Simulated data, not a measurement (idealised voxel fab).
process module | voxel wiring stack
cross-section cut | 275 nm wide | cells 5 nm
A cross-section is a grid of square cells, given in bands from the top down. A band is one or more rows of cells.
Each band's line starts with the height of the band's top and of its bottom, in nm. Then come its materials from left to right, each with its width in nm. One material with "throughout" fills the band from edge to edge. "air" is empty space.
Height 0 is the level under which the wafer as received is all one material. The lowest band goes on downwards, as in "0 down".
A width such as "30 to 40" changes by the same amount from each row of cells to the next, from the band's top row to its bottom row.
"no change" after a step means that no cell of the cross-section changed.
closed voids: empty space of 8 cells or more with no open way to the top, each as width x height at its distance from the left edge, in nm
after a step's settings: what the simulator itself notes on the step
overlay nm, on a step with a mask: how far to the right of its planned place the mask lay; to the left if negative
plan
1 op RECEIVE | material Si
2 op CONFORMAL_DEP | material SiO2 | thk nm 10
3 op DIRECTIONAL_DEP | material TiN | thk nm 5
4 op DIRECTIONAL_DEP | material Ru | thk nm 20
5 op DIRECTIONAL_DEP | material aC | thk nm 10
6 op PATTERN | tone cover | mask id METAL_1 | material resist | width nm 25 | pitch nm 40 | thk nm 25 | overlay nm 0
7 op DIRECTIONAL_ETCH | etch materials aC | depth nm 10
8 op STRIP | etch materials resist
9 op DIRECTIONAL_ETCH | etch materials Ru | depth nm 20
10 op DIRECTIONAL_ETCH | etch materials TiN | depth nm 5
11 op STRIP | etch materials aC
12 op CONFORMAL_DEP | material SiN | thk nm 5
13 op FILL_DEP | material lowk | thk nm 5
14 op CMP | height nm 35
15 op CONFORMAL_DEP | material SiCN | thk nm 5
16 op DIRECTIONAL_DEP | material lowk | thk nm 20
17 op PATTERN | tone open | mask id PLUG_1 | material resist | width nm 15 | pitch nm 80 | thk nm 20 | overlay nm 0
18 op DIRECTIONAL_ETCH | etch materials lowk | depth nm 20
19 op DIRECTIONAL_ETCH | etch materials SiCN | depth nm 5
20 op STRIP | etch materials resist
21 op EPI | material Ru | thk nm 10
22 op EPI | material Ru | thk nm 10
23 op EPI | material Ru | thk nm 5
24 op DIRECTIONAL_DEP | material TiN | thk nm 5
25 op DIRECTIONAL_DEP | material W | thk nm 25
26 op DIRECTIONAL_DEP | material aC | thk nm 10
27 op PATTERN | tone cover | mask id METAL_2 | material resist | width nm 25 | pitch nm 40 | thk nm 30 | overlay nm 0
28 op DIRECTIONAL_ETCH | etch materials aC | depth nm 10
29 op STRIP | etch materials resist
30 op DIRECTIONAL_ETCH | etch materials W | depth nm 25
31 op DIRECTIONAL_ETCH | etch materials TiN | depth nm 5
32 op STRIP | etch materials aC
33 op FILL_DEP | material lowk | thk nm 10
34 op CMP | height nm 90
35 op CONFORMAL_DEP | material SiN | thk nm 5
first wafer, as planned
as received, after step 1
  0 down: Si throughout
  closed voids: none
after step 2
  10 to 0: SiO2 throughout
  below 0: unchanged
after step 3
  15 to 10: TiN throughout
  below 10: unchanged
after step 4
  35 to 15: Ru throughout
  below 15: unchanged
after step 5
  45 to 35: aC throughout
  below 35: unchanged
after step 6
  70 to 45: air 65 | resist 25 | air 15 | resist 25 | air 15 | resist 25 | air 15 | resist 25 | air 65
  below 45: unchanged
after step 7
  60 to 45: air 65 | resist 25 | air 15 | resist 25 | air 15 | resist 25 | air 15 | resist 25 | air 65
  45 to 35: air 65 | aC 25 | air 15 | aC 25 | air 15 | aC 25 | air 15 | aC 25 | air 65
  below 35: unchanged
after step 8
  45 to 35: air 65 | aC 25 | air 15 | aC 25 | air 15 | aC 25 | air 15 | aC 25 | air 65
  below 35: unchanged
after step 9
  45 to 35: air 65 | aC 25 | air 15 | aC 25 | air 15 | aC 25 | air 15 | aC 25 | air 65
  35 to 15: air 65 | Ru 25 | air 15 | Ru 25 | air 15 | Ru 25 | air 15 | Ru 25 | air 65
  below 15: unchanged
after step 10
  45 to 35: air 65 | aC 25 | air 15 | aC 25 | air 15 | aC 25 | air 15 | aC 25 | air 65
  35 to 15: air 65 | Ru 25 | air 15 | Ru 25 | air 15 | Ru 25 | air 15 | Ru 25 | air 65
  15 to 10: air 65 | TiN 25 | air 15 | TiN 25 | air 15 | TiN 25 | air 15 | TiN 25 | air 65
  below 10: unchanged
after step 11
  35 to 15: air 65 | Ru 25 | air 15 | Ru 25 | air 15 | Ru 25 | air 15 | Ru 25 | air 65
  below 15: unchanged
after step 12
  40 to 35: air 60 | SiN 35 | air 5 | SiN 35 | air 5 | SiN 35 | air 5 | SiN 35 | air 60
  35 to 15: air 60 | SiN 5 | Ru 25 | SiN 5 | air 5 | SiN 5 | Ru 25 | SiN 5 | air 5 | SiN 5 | Ru 25 | SiN 5 | air 5 | SiN 5 | Ru 25 | SiN 5 | air 60
  15 to 10: SiN 65 | TiN 25 | SiN 15 | TiN 25 | SiN 15 | TiN 25 | SiN 15 | TiN 25 | SiN 65
  below 10: unchanged
after step 13
  45 to 40: lowk throughout
  40 to 35: lowk 60 | SiN 35 | lowk 5 | SiN 35 | lowk 5 | SiN 35 | lowk 5 | SiN 35 | lowk 60
  35 to 15: lowk 60 | SiN 5 | Ru 25 | SiN 5 | lowk 5 | SiN 5 | Ru 25 | SiN 5 | lowk 5 | SiN 5 | Ru 25 | SiN 5 | lowk 5 | SiN 5 | Ru 25 | SiN 5 | lowk 60
  below 15: unchanged
after step 14
  35 to 15: lowk 60 | SiN 5 | Ru 25 | SiN 5 | lowk 5 | SiN 5 | Ru 25 | SiN 5 | lowk 5 | SiN 5 | Ru 25 | SiN 5 | lowk 5 | SiN 5 | Ru 25 | SiN 5 | lowk 60
  below 15: unchanged
after step 15
  40 to 35: SiCN throughout
  below 35: unchanged
after step 16
  60 to 40: lowk throughout
  below 40: unchanged
after step 17
  80 to 60: resist 65 | air 15 | resist 65 | air 15 | resist 115
  below 60: unchanged
after step 18
  80 to 60: resist 65 | air 15 | resist 65 | air 15 | resist 115
  60 to 40: lowk 65 | air 15 | lowk 65 | air 15 | lowk 115
  below 40: unchanged
after step 19
  80 to 60: resist 65 | air 15 | resist 65 | air 15 | resist 115
  60 to 40: lowk 65 | air 15 | lowk 65 | air 15 | lowk 115
  40 to 35: SiCN 65 | air 15 | SiCN 65 | air 15 | SiCN 115
  below 35: unchanged
after step 20
  60 to 40: lowk 65 | air 15 | lowk 65 | air 15 | lowk 115
  below 40: unchanged
after step 21
  60 to 45: lowk 65 | air 15 | lowk 65 | air 15 | lowk 115
  45 to 40: lowk 65 | Ru 15 | lowk 65 | Ru 15 | lowk 115
  40 to 35: SiCN 65 | Ru 15 | SiCN 65 | Ru 15 | SiCN 115
  below 35: unchanged
after step 22
  60 to 55: lowk 65 | air 15 | lowk 65 | air 15 | lowk 115
  55 to 40: lowk 65 | Ru 15 | lowk 65 | Ru 15 | lowk 115
  below 40: unchanged
after step 23
  60 to 40: lowk 65 | Ru 15 | lowk 65 | Ru 15 | lowk 115
  below 40: unchanged
after step 24
  65 to 60: TiN throughout
  below 60: unchanged
after step 25
  90 to 65: W throughout
  below 65: unchanged
after step 26
  100 to 90: aC throughout
  below 90: unchanged
after step 27
  130 to 100: air 65 | resist 25 | air 15 | resist 25 | air 15 | resist 25 | air 15 | resist 25 | air 65
  below 100: unchanged
after step 28
  120 to 100: air 65 | resist 25 | air 15 | resist 25 | air 15 | resist 25 | air 15 | resist 25 | air 65
  100 to 90: air 65 | aC 25 | air 15 | aC 25 | air 15 | aC 25 | air 15 | aC 25 | air 65
  below 90: unchanged
after step 29
  100 to 90: air 65 | aC 25 | air 15 | aC 25 | air 15 | aC 25 | air 15 | aC 25 | air 65
  below 90: unchanged
after step 30
  100 to 90: air 65 | aC 25 | air 15 | aC 25 | air 15 | aC 25 | air 15 | aC 25 | air 65
  90 to 65: air 65 | W 25 | air 15 | W 25 | air 15 | W 25 | air 15 | W 25 | air 65
  below 65: unchanged
after step 31
  100 to 90: air 65 | aC 25 | air 15 | aC 25 | air 15 | aC 25 | air 15 | aC 25 | air 65
  90 to 65: air 65 | W 25 | air 15 | W 25 | air 15 | W 25 | air 15 | W 25 | air 65
  65 to 60: air 65 | TiN 25 | air 15 | TiN 25 | air 15 | TiN 25 | air 15 | TiN 25 | air 65
  below 60: unchanged
after step 32
  90 to 65: air 65 | W 25 | air 15 | W 25 | air 15 | W 25 | air 15 | W 25 | air 65
  below 65: unchanged
after step 33
  100 to 90: lowk throughout
  90 to 65: lowk 65 | W 25 | lowk 15 | W 25 | lowk 15 | W 25 | lowk 15 | W 25 | lowk 65
  65 to 60: lowk 65 | TiN 25 | lowk 15 | TiN 25 | lowk 15 | TiN 25 | lowk 15 | TiN 25 | lowk 65
  below 60: unchanged
after step 34
  90 to 65: lowk 65 | W 25 | lowk 15 | W 25 | lowk 15 | W 25 | lowk 15 | W 25 | lowk 65
  below 65: unchanged
after step 35
  95 to 90: SiN throughout
  below 90: unchanged
second wafer: like start, like plan, one mistake. Through step 1 it matches the first wafer
when step 2 should have ended
  5 to 0: TiN throughout
  below 0: unchanged
when step 3 should have ended
  15 to 5: SiO2 throughout
  below 5: unchanged
when step 4 should have ended
  35 to 15: Ru throughout
  below 15: unchanged
when step 5 should have ended
  45 to 35: aC throughout
  below 35: unchanged
when step 6 should have ended
  70 to 45: air 65 | resist 25 | air 15 | resist 25 | air 15 | resist 25 | air 15 | resist 25 | air 65
  below 45: unchanged
when step 7 should have ended
  60 to 45: air 65 | resist 25 | air 15 | resist 25 | air 15 | resist 25 | air 15 | resist 25 | air 65
  45 to 35: air 65 | aC 25 | air 15 | aC 25 | air 15 | aC 25 | air 15 | aC 25 | air 65
  below 35: unchanged
when step 8 should have ended
  45 to 35: air 65 | aC 25 | air 15 | aC 25 | air 15 | aC 25 | air 15 | aC 25 | air 65
  below 35: unchanged
when step 9 should have ended
  45 to 35: air 65 | aC 25 | air 15 | aC 25 | air 15 | aC 25 | air 15 | aC 25 | air 65
  35 to 15: air 65 | Ru 25 | air 15 | Ru 25 | air 15 | Ru 25 | air 15 | Ru 25 | air 65
  below 15: unchanged
when step 10 should have ended: no change
when step 11 should have ended
  35 to 15: air 65 | Ru 25 | air 15 | Ru 25 | air 15 | Ru 25 | air 15 | Ru 25 | air 65
  below 15: unchanged
when step 12 should have ended
  40 to 35: air 60 | SiN 35 | air 5 | SiN 35 | air 5 | SiN 35 | air 5 | SiN 35 | air 60
  35 to 20: air 60 | SiN 5 | Ru 25 | SiN 5 | air 5 | SiN 5 | Ru 25 | SiN 5 | air 5 | SiN 5 | Ru 25 | SiN 5 | air 5 | SiN 5 | Ru 25 | SiN 5 | air 60
  20 to 15: SiN 65 | Ru 25 | SiN 15 | Ru 25 | SiN 15 | Ru 25 | SiN 15 | Ru 25 | SiN 65
  below 15: unchanged
when step 13 should have ended
  45 to 40: lowk throughout
  40 to 35: lowk 60 | SiN 35 | lowk 5 | SiN 35 | lowk 5 | SiN 35 | lowk 5 | SiN 35 | lowk 60
  35 to 20: lowk 60 | SiN 5 | Ru 25 | SiN 5 | lowk 5 | SiN 5 | Ru 25 | SiN 5 | lowk 5 | SiN 5 | Ru 25 | SiN 5 | lowk 5 | SiN 5 | Ru 25 | SiN 5 | lowk 60
  below 20: unchanged
when step 14 should have ended
  35 to 20: lowk 60 | SiN 5 | Ru 25 | SiN 5 | lowk 5 | SiN 5 | Ru 25 | SiN 5 | lowk 5 | SiN 5 | Ru 25 | SiN 5 | lowk 5 | SiN 5 | Ru 25 | SiN 5 | lowk 60
  below 20: unchanged
when step 15 should have ended
  40 to 35: SiCN throughout
  below 35: unchanged
when step 16 should have ended
  60 to 40: lowk throughout
  below 40: unchanged
when step 17 should have ended
  80 to 60: resist 65 | air 15 | resist 65 | air 15 | resist 115
  below 60: unchanged
when step 18 should have ended
  80 to 60: resist 65 | air 15 | resist 65 | air 15 | resist 115
  60 to 40: lowk 65 | air 15 | lowk 65 | air 15 | lowk 115
  below 40: unchanged
when step 19 should have ended
  80 to 60: resist 65 | air 15 | resist 65 | air 15 | resist 115
  60 to 40: lowk 65 | air 15 | lowk 65 | air 15 | lowk 115
  40 to 35: SiCN 65 | air 15 | SiCN 65 | air 15 | SiCN 115
  below 35: unchanged
when step 20 should have ended
  60 to 40: lowk 65 | air 15 | lowk 65 | air 15 | lowk 115
  below 40: unchanged
when step 21 should have ended
  60 to 45: lowk 65 | air 15 | lowk 65 | air 15 | lowk 115
  45 to 40: lowk 65 | Ru 15 | lowk 65 | Ru 15 | lowk 115
  40 to 35: SiCN 65 | Ru 15 | SiCN 65 | Ru 15 | SiCN 115
  below 35: unchanged
when step 22 should have ended
  60 to 55: lowk 65 | air 15 | lowk 65 | air 15 | lowk 115
  55 to 40: lowk 65 | Ru 15 | lowk 65 | Ru 15 | lowk 115
  below 40: unchanged
when step 23 should have ended
  60 to 40: lowk 65 | Ru 15 | lowk 65 | Ru 15 | lowk 115
  below 40: unchanged
when step 24 should have ended
  65 to 60: TiN throughout
  below 60: unchanged
when step 25 should have ended
  90 to 65: W throughout
  below 65: unchanged
when step 26 should have ended
  100 to 90: aC throughout
  below 90: unchanged
when step 27 should have ended
  130 to 100: air 65 | resist 25 | air 15 | resist 25 | air 15 | resist 25 | air 15 | resist 25 | air 65
  below 100: unchanged
when step 28 should have ended
  120 to 100: air 65 | resist 25 | air 15 | resist 25 | air 15 | resist 25 | air 15 | resist 25 | air 65
  100 to 90: air 65 | aC 25 | air 15 | aC 25 | air 15 | aC 25 | air 15 | aC 25 | air 65
  below 90: unchanged
when step 29 should have ended
  100 to 90: air 65 | aC 25 | air 15 | aC 25 | air 15 | aC 25 | air 15 | aC 25 | air 65
  below 90: unchanged
when step 30 should have ended
  100 to 90: air 65 | aC 25 | air 15 | aC 25 | air 15 | aC 25 | air 15 | aC 25 | air 65
  90 to 65: air 65 | W 25 | air 15 | W 25 | air 15 | W 25 | air 15 | W 25 | air 65
  below 65: unchanged
when step 31 should have ended
  100 to 90: air 65 | aC 25 | air 15 | aC 25 | air 15 | aC 25 | air 15 | aC 25 | air 65
  90 to 65: air 65 | W 25 | air 15 | W 25 | air 15 | W 25 | air 15 | W 25 | air 65
  65 to 60: air 65 | TiN 25 | air 15 | TiN 25 | air 15 | TiN 25 | air 15 | TiN 25 | air 65
  below 60: unchanged
when step 32 should have ended
  90 to 65: air 65 | W 25 | air 15 | W 25 | air 15 | W 25 | air 15 | W 25 | air 65
  below 65: unchanged
when step 33 should have ended
  100 to 90: lowk throughout
  90 to 65: lowk 65 | W 25 | lowk 15 | W 25 | lowk 15 | W 25 | lowk 15 | W 25 | lowk 65
  65 to 60: lowk 65 | TiN 25 | lowk 15 | TiN 25 | lowk 15 | TiN 25 | lowk 15 | TiN 25 | lowk 65
  below 60: unchanged
when step 34 should have ended
  90 to 65: lowk 65 | W 25 | lowk 15 | W 25 | lowk 15 | W 25 | lowk 15 | W 25 | lowk 65
  below 65: unchanged
when step 35 should have ended
  95 to 90: SiN throughout
  below 90: unchanged
what went wrong: steps 2 and 3 were swapped
at the end the second wafer has, in cells: 8 fewer of SiN | 35 more of TiN | 27 fewer of lowk
